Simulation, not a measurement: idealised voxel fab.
process module | voxel capacitor over wiring
cross-section cut | 145 nm wide | cells 5 nm
A cross-section is a grid of square cells, given in bands from the top down. A band is one or more rows of cells.
Each band's line starts with the height of the band's top and of its bottom, in nm. Then come its materials from left to right, each with its width in nm. One material with "throughout" fills the band from edge to edge. "air" is empty space.
Height 0 is the level under which the wafer as received is all one material. The lowest band goes on downwards, as in "0 down".
A width such as "30 to 40" changes by the same amount from each row of cells to the next, from the band's top row to its bottom row.
"no change" after a step means that no cell of the cross-section changed.
closed voids: empty space of 8 cells or more with no open way to the top, each as width x height at its distance from the left edge, in nm
after a step's settings: what the simulator itself notes on the step
overlay nm, on a step with a mask: how far to the right of its planned place the mask lay; to the left if negative
plan
1 op RECEIVE | material Si
2 op CONFORMAL_DEP | material SiO2 | thk nm 15
3 op DIRECTIONAL_DEP | material TiN | thk nm 5
4 op DIRECTIONAL_DEP | material W | thk nm 15
5 op DIRECTIONAL_DEP | material aC | thk nm 10
6 op PATTERN | tone cover | mask id METAL_1 | material resist | width nm 30 | pitch nm 85 | thk nm 30 | overlay nm 0
7 op DIRECTIONAL_ETCH | etch materials aC | depth nm 10
8 op STRIP | etch materials resist
9 op DIRECTIONAL_ETCH | etch materials W | depth nm 15
10 op DIRECTIONAL_ETCH | etch materials TiN | depth nm 5
11 op STRIP | etch materials aC
12 op FILL_DEP | material lowk | thk nm 5
13 op CMP | height nm 35
14 op CONFORMAL_DEP | material SiCN | thk nm 5
15 op DIRECTIONAL_DEP | material lowk | thk nm 20
16 op PATTERN | tone open | mask id PLUG_1 | material resist | width nm 15 | thk nm 15 | overlay nm 0
17 op DIRECTIONAL_ETCH | etch materials lowk | depth nm 20
18 op DIRECTIONAL_ETCH | etch materials SiCN | depth nm 5
19 op STRIP | etch materials resist
20 op EPI | material Ru | thk nm 10
21 op EPI | material Ru | thk nm 10
22 op EPI | material Ru | thk nm 5
23 op DIRECTIONAL_DEP | material TiN | thk nm 5
24 op DIRECTIONAL_DEP | material HfO2 | thk nm 5
25 op DIRECTIONAL_DEP | material TiN | thk nm 10
26 op MASKED_ETCH | tone cover | mask id UPPER_PLATE | width nm 60 | etch materials TiN | depth nm 10 | overlay nm 0
27 op MASKED_ETCH | tone cover | mask id UPPER_PLATE | width nm 60 | etch materials HfO2 | depth nm 5 | overlay nm 0
28 op DIRECTIONAL_DEP | material aC | thk nm 15
29 op PATTERN | tone cover | mask id LOWER_PLATE | material resist | width nm 70 | thk nm 30 | overlay nm 0
30 op DIRECTIONAL_ETCH | etch materials aC | depth nm 15
31 op STRIP | etch materials resist
32 op DIRECTIONAL_ETCH | etch materials TiN | depth nm 5
33 op STRIP | etch materials aC
34 op FILL_DEP | material SiO2 | thk nm 20
35 op CMP | height nm 95
36 op DIRECTIONAL_DEP | material aC | thk nm 15
37 op PATTERN | tone open | mask id PLUG_2 | material resist | width nm 15 | thk nm 30 | overlay nm 0
38 op DIRECTIONAL_ETCH | etch materials aC | depth nm 15
39 op STRIP | etch materials resist
40 op DIRECTIONAL_ETCH | etch materials SiO2 | depth nm 15
41 op STRIP | etch materials aC
42 op CONFORMAL_DEP | material TiN | thk nm 5
43 op FILL_DEP | material Ru | thk nm 5
44 op CMP | height nm 95
45 op CONFORMAL_DEP | material SiCN | thk nm 5
as received, after step 1
  0 down: Si throughout
  closed voids: none
first wafer at the end, as planned
  100 to 95: SiCN throughout
  95 to 85: SiO2 40 | TiN 5 | Ru 5 | TiN 5 | SiO2 90
  85 to 80: SiO2 40 | TiN 15 | SiO2 90
  80 to 70: SiO2 30 | TiN 60 | SiO2 55
  70 to 65: SiO2 30 | HfO2 60 | SiO2 55
  65 to 60: SiO2 25 | TiN 70 | SiO2 50
  60 to 40: lowk 30 | Ru 15 | lowk 100
  40 to 35: SiCN 30 | Ru 15 | SiCN 100
  35 to 20: lowk 15 | W 30 | lowk 55 | W 30 | lowk 15
  20 to 15: lowk 15 | TiN 30 | lowk 55 | TiN 30 | lowk 15
  15 to 0: SiO2 throughout
  0 down: Si throughout
  closed voids: none
second wafer at the end: like start, like plan, one mistake
  100 to 95: SiCN throughout
  95 to 85: SiO2 40 | TiN 5 | Ru 5 | TiN 5 | SiO2 90
  85 to 80: SiO2 40 | TiN 15 | SiO2 90
  80 to 70: SiO2 30 | TiN 60 | SiO2 55
  70 to 65: SiO2 30 | HfO2 60 | SiO2 55
  65 to 60: SiO2 30 | TiN 65 | SiO2 50
  60 to 40: lowk 30 | Ru 15 | lowk 100
  40 to 35: SiCN 30 | Ru 15 | SiCN 100
  35 to 20: lowk 15 | W 30 | lowk 55 | W 30 | lowk 15
  20 to 15: lowk 15 | TiN 30 | lowk 55 | TiN 30 | lowk 15
  15 to 0: SiO2 throughout
  0 down: Si throughout
  closed voids: none
what went wrong: step 29 ran as: op PATTERN | tone cover | mask id LOWER_PLATE | material resist | width nm 65 | thk nm 30 | overlay nm 0
at the end the second wafer has, in cells: 1 more of SiO2 | 1 fewer of TiN
